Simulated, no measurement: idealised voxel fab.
The following is a process module called voxel capacitor over wiring.
This is section cut - it's 265 nm across, gridded in 5 nm square cells.
Cross-section format: a grid of square cells, given as bands from top to bottom; each band is one or more rows of cells. Quick guide to a band line: top height, bottom height (nm) up front; then every material left to right with its width in nm. Only one material and it's marked "all across"? Then it fills the band edge to edge. And "blank" just means empty space. Heights are expressed relative to 0, this being the level below which the as-received wafer comprises one material exclusively. The lowest band is unbounded in the downward direction and is denoted as in "0 down". Think of "30 to 40" as a width that walks from the first number to the second as you go down the band, top row to bottom row, taking equal-sized steps from row to row. Key: "no change" - step with no changed cell in the cross-section. Basically, "Trapped voids" tells you about the enclosed voids: empty spaces with no open way to the top, 8 cells or bigger, each written width x height at distance, where distance is from the left edge, all in nm. Heads up: the bit after the settings on a step's line is the simulator's remark on that step. Each step line may optionally specify "overlay nm", which for a step with a mask gives the rightward distance between the mask's planned place and where it lay, a negative value indicating the leftward direction.

-- Here's what the planned process steps look like
1 RECEIVE, material Si
2 CONFORMAL_DEP, material SiO2, thk nm 15
3 CONFORMAL_DEP, material SiCN, thk nm 5
4 DIRECTIONAL_DEP, material lowk, thk nm 20
5 DIRECTIONAL_DEP, material aC, thk nm 10
6 PATTERN, tone open, mask id METAL_1, material resist, width nm 30, pitch nm 80, thk nm 25, overlay nm 0
7 DIRECTIONAL_ETCH, etch materials aC, depth nm 10
8 STRIP, etch materials resist
9 DIRECTIONAL_ETCH, etch materials lowk, depth nm 20
10 DIRECTIONAL_ETCH, etch materials SiCN, depth nm 5
11 STRIP, etch materials aC
12 CONFORMAL_DEP, material TiN, thk nm 5
13 FILL_DEP, material Ru, thk nm 10
14 CMP, height nm 40
15 EPI, material Ru, thk nm 5
16 FILL_DEP, material SiCN, thk nm 5
17 DIRECTIONAL_DEP, material SiO2, thk nm 20
18 DIRECTIONAL_DEP, material aC, thk nm 10
19 PATTERN, tone open, mask id PLUG_1, material resist, width nm 15, thk nm 25, overlay nm 0
20 DIRECTIONAL_ETCH, etch materials aC, depth nm 10
21 STRIP, etch materials resist
22 DIRECTIONAL_ETCH, etch materials SiO2, depth nm 20
23 DIRECTIONAL_ETCH, etch materials SiCN, depth nm 5
24 STRIP, etch materials aC
25 CONFORMAL_DEP, material TiN, thk nm 5
26 FILL_DEP, material Cu, thk nm 5
27 CMP, height nm 70
28 DIRECTIONAL_DEP, material TiN, thk nm 5
29 DIRECTIONAL_DEP, material SiN, thk nm 5
30 DIRECTIONAL_DEP, material TiN, thk nm 5
31 DIRECTIONAL_DEP, material aC, thk nm 15
32 PATTERN, tone cover, mask id UPPER_PLATE, material resist, width nm 55, thk nm 30, overlay nm 0
33 DIRECTIONAL_ETCH, etch materials aC, depth nm 15
34 STRIP, etch materials resist
35 DIRECTIONAL_ETCH, etch materials TiN, depth nm 5
36 DIRECTIONAL_ETCH, etch materials SiN, depth nm 5
37 STRIP, etch materials aC
38 MASKED_ETCH, tone cover, mask id LOWER_PLATE, width nm 65, etch materials TiN, depth nm 5, overlay nm 0
39 FILL_DEP, material SiO2, thk nm 15
40 CMP, height nm 95
41 MASKED_ETCH, tone open, mask id PLUG_2, width nm 15, etch materials SiO2, depth nm 10, overlay nm 0
42 CONFORMAL_DEP, material TiN, thk nm 5
43 FILL_DEP, material Cu, thk nm 5
44 CMP, height nm 95
45 CONFORMAL_DEP, material SiCN, thk nm 5

-- The cross-section here shows the wafer as received, i.e. in its state after step 1
  0 down | Si all across
  Trapped voids: none

-- The first of the two wafers as seen in cross-section once the module was finished; processing followed the plan
  100 to 95 | SiCN all across
  95 to 90 | SiO2 100 | TiN 5 | Cu 5 | TiN 5 | SiO2 150
  90 to 80 | SiO2 100 to 90 | TiN 15 to 55 | SiO2 150 to 120
  80 to 75 | SiO2 90 | SiN 55 | SiO2 120
  75 to 70 | SiO2 85 | TiN 65 | SiO2 115
  70 to 50 | SiO2 90 | TiN 5 | Cu 5 | TiN 5 | SiO2 160
  50 to 45 | SiCN 90 | TiN 15 | SiCN 160
  45 to 40 | SiCN 70 | Ru 40 | SiCN 40 | Ru 40 | SiCN 75
  40 to 20 | lowk 75 | TiN 5 | Ru 20 | TiN 5 | lowk 50 | TiN 5 | Ru 20 | TiN 5 | lowk 80
  20 to 15 | SiCN 75 | TiN 30 | SiCN 50 | TiN 30 | SiCN 80
  15 to 0 | SiO2 all across
  0 down | Si all across
  Trapped voids: none

-- Wafer two cross-section, module end. Start and plan unchanged from wafer one; one mistake made during the run
  100 to 95 | SiCN all across
  95 to 90 | SiO2 100 | TiN 5 | Cu 5 | TiN 5 | SiO2 150
  90 to 85 | SiO2 100 | TiN 15 | SiO2 150
  85 to 80 | SiO2 90 | SiN 55 | SiO2 120
  80 to 75 | SiO2 85 | TiN 65 | SiO2 115
  75 to 70 | TiN all across
  70 to 50 | SiO2 90 | TiN 5 | Cu 5 | TiN 5 | SiO2 160
  50 to 45 | SiCN 90 | TiN 15 | SiCN 160
  45 to 40 | SiCN 70 | Ru 40 | SiCN 40 | Ru 40 | SiCN 75
  40 to 20 | lowk 75 | TiN 5 | Ru 20 | TiN 5 | lowk 50 | TiN 5 | Ru 20 | TiN 5 | lowk 80
  20 to 15 | SiCN 75 | TiN 30 | SiCN 50 | TiN 30 | SiCN 80
  15 to 0 | SiO2 all across
  0 down | Si all across
  Trapped voids: none
Deviation noted in wafer processing: steps 29 and 30 swapped
Counted in cells at the end, the second wafer holds more or fewer of these materials than the first: SiO2: 42 fewer; TiN: 42 more
